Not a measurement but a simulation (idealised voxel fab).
Process module, titled voxel ribs on slabs
Cross-sectional view cut (width: 295 nm; square cell size: 5 nm).
Cross-section spec: square-cell grid; bands listed top down; each band is one or more rows.
Heights first: top, then bottom, in nm. Then materials, left to right, each with a width in nm. "throughout" on a single material: fills the band edge to edge. "air": empty space.
Basically, 0 is our baseline, since under it the wafer straight out of the box is all one material. The bottom band has no lower end and keeps on going down, so it looks like "0..down".
The two numbers in a width such as "30 to 40" mark its ends across the band: the first belongs to the top row of cells, the second to the bottom row, and from each row to the next the width moves by the same amount.
"same as before" -> step changed no cross-section cell.
In the "Fully sealed voids" entry, you get each enclosed empty space of 8 cells or more, one with no open way to the top, written width x height at distance, distance from the left edge, in nm.
If you see something after the settings on a step's line, that's the simulator's own remark about that step.
"overlay nm", when on a step's line for a step with a mask, measures how far to the right of its planned place the mask lay; a negative measure means to the left.
**Process steps - plan**
1 op RECEIVE | material Si
2 op DIRECTIONAL_DEP | material SiO2 | thk nm 30
3 op DIRECTIONAL_DEP | material SiN | thk nm 15
4 op PATTERN | tone cover | mask id RIB | material resist | width nm 15 | thk nm 20 | overlay nm 0
5 op DIRECTIONAL_ETCH | etch materials SiN | depth nm 10
6 op STRIP | etch materials resist
7 op MASKED_ETCH | tone cover | mask id SLAB | width nm 75 | etch materials SiN | depth nm 5 | overlay nm 0
8 op FILL_DEP | material SiO2 | thk nm 25
9 op CMP | height nm 65
10 op DIRECTIONAL_DEP | material W | thk nm 10
11 op DIRECTIONAL_DEP | material aC | thk nm 15
12 op PATTERN | tone cover | mask id HEATER | material resist | width nm 25 | thk nm 35 | overlay nm 0
13 op DIRECTIONAL_ETCH | etch materials aC | depth nm 15
14 op STRIP | etch materials resist
15 op DIRECTIONAL_ETCH | etch materials W | depth nm 10
16 op STRIP | etch materials aC
17 op CONFORMAL_DEP | material SiO2 | thk nm 5
**first wafer, as planned**
**Step 1 complete: cross-section of the wafer as received**
- 0..down = Si throughout
- Fully sealed voids: none
**Wafer after step 2 (cross-section)**
- 30..0 = SiO2 throughout
- Heights below 0 show no change.
**Wafer after step 3 (cross-section)**
- 45..30 = SiN throughout
- Heights below 30 show no change.
**Wafer after step 4 (cross-section)**
- 65..45 = air 140; resist 15; air 140
- Heights below 45 show no change.
**Wafer after step 5 (cross-section)**
- 65..45 = air 140; resist 15; air 140
- 45..35 = air 140; SiN 15; air 140
- Heights below 35 show no change.
**Wafer after step 6 (cross-section)**
- 45..35 = air 140; SiN 15; air 140
- Heights below 35 show no change.
**Wafer after step 7 (cross-section)**
- 45..35 = air 140; SiN 15; air 140
- 35..30 = air 110; SiN 75; air 110
- Heights below 30 show no change.
**Wafer after step 8 (cross-section)**
- 70..45 = SiO2 throughout
- 45..35 = SiO2 140; SiN 15; SiO2 140
- 35..30 = SiO2 110; SiN 75; SiO2 110
- Heights below 30 show no change.
**Wafer after step 9 (cross-section)**
- 65..45 = SiO2 throughout
- Heights below 45 show no change.
**Wafer after step 10 (cross-section)**
- 75..65 = W throughout
- Heights below 65 show no change.
**Wafer after step 11 (cross-section)**
- 90..75 = aC throughout
- Heights below 75 show no change.
**Wafer after step 12 (cross-section)**
- 125..90 = air 135; resist 25; air 135
- Heights below 90 show no change.
**Wafer after step 13 (cross-section)**
- 110..90 = air 135; resist 25; air 135
- 90..75 = air 135; aC 25; air 135
- Heights below 75 show no change.
**Wafer after step 14 (cross-section)**
- 90..75 = air 135; aC 25; air 135
- Heights below 75 show no change.
**Wafer after step 15 (cross-section)**
- 90..75 = air 135; aC 25; air 135
- 75..65 = air 135; W 25; air 135
- Heights below 65 show no change.
**Wafer after step 16 (cross-section)**
- 75..65 = air 135; W 25; air 135
- Heights below 65 show no change.
**Wafer after step 17 (cross-section)**
- 80..75 = air 130; SiO2 35; air 130
- 75..70 = air 130; SiO2 5; W 25; SiO2 5; air 130
- 70..65 = SiO2 135; W 25; SiO2 135
- Heights below 65 show no change.
**Second wafer - shared start and plan with the first - one error in running - same as the first up to step 11 inclusive**
**Cross-section: second wafer, time at which step 12 was scheduled to end**
- 125..90 = air 145; resist 25; air 125
- Heights below 90 show no change.
**Cross-section: second wafer, time at which step 13 was scheduled to end**
- 110..90 = air 145; resist 25; air 125
- 90..75 = air 145; aC 25; air 125
- Heights below 75 show no change.
**Cross-section: second wafer, time at which step 14 was scheduled to end**
- 90..75 = air 145; aC 25; air 125
- Heights below 75 show no change.
**Cross-section: second wafer, time at which step 15 was scheduled to end**
- 90..75 = air 145; aC 25; air 125
- 75..65 = air 145; W 25; air 125
- Heights below 65 show no change.
**Cross-section: second wafer, time at which step 16 was scheduled to end**
- 75..65 = air 145; W 25; air 125
- Heights below 65 show no change.
**Cross-section: second wafer, time at which step 17 was scheduled to end**
- 80..75 = air 140; SiO2 35; air 120
- 75..70 = air 140; SiO2 5; W 25; SiO2 5; air 120
- 70..65 = SiO2 145; W 25; SiO2 125
- Heights below 65 show no change.
Which mistake was made when the wafer was run? step 12 ran with different settings than intended, the actual operation and settings being op PATTERN | tone cover | mask id HEATER | material resist | width nm 25 | thk nm 35 | overlay nm 10
Comparing end states, the material composition by cell count is preserved from the first wafer to the second, while the locations of the cells are not.
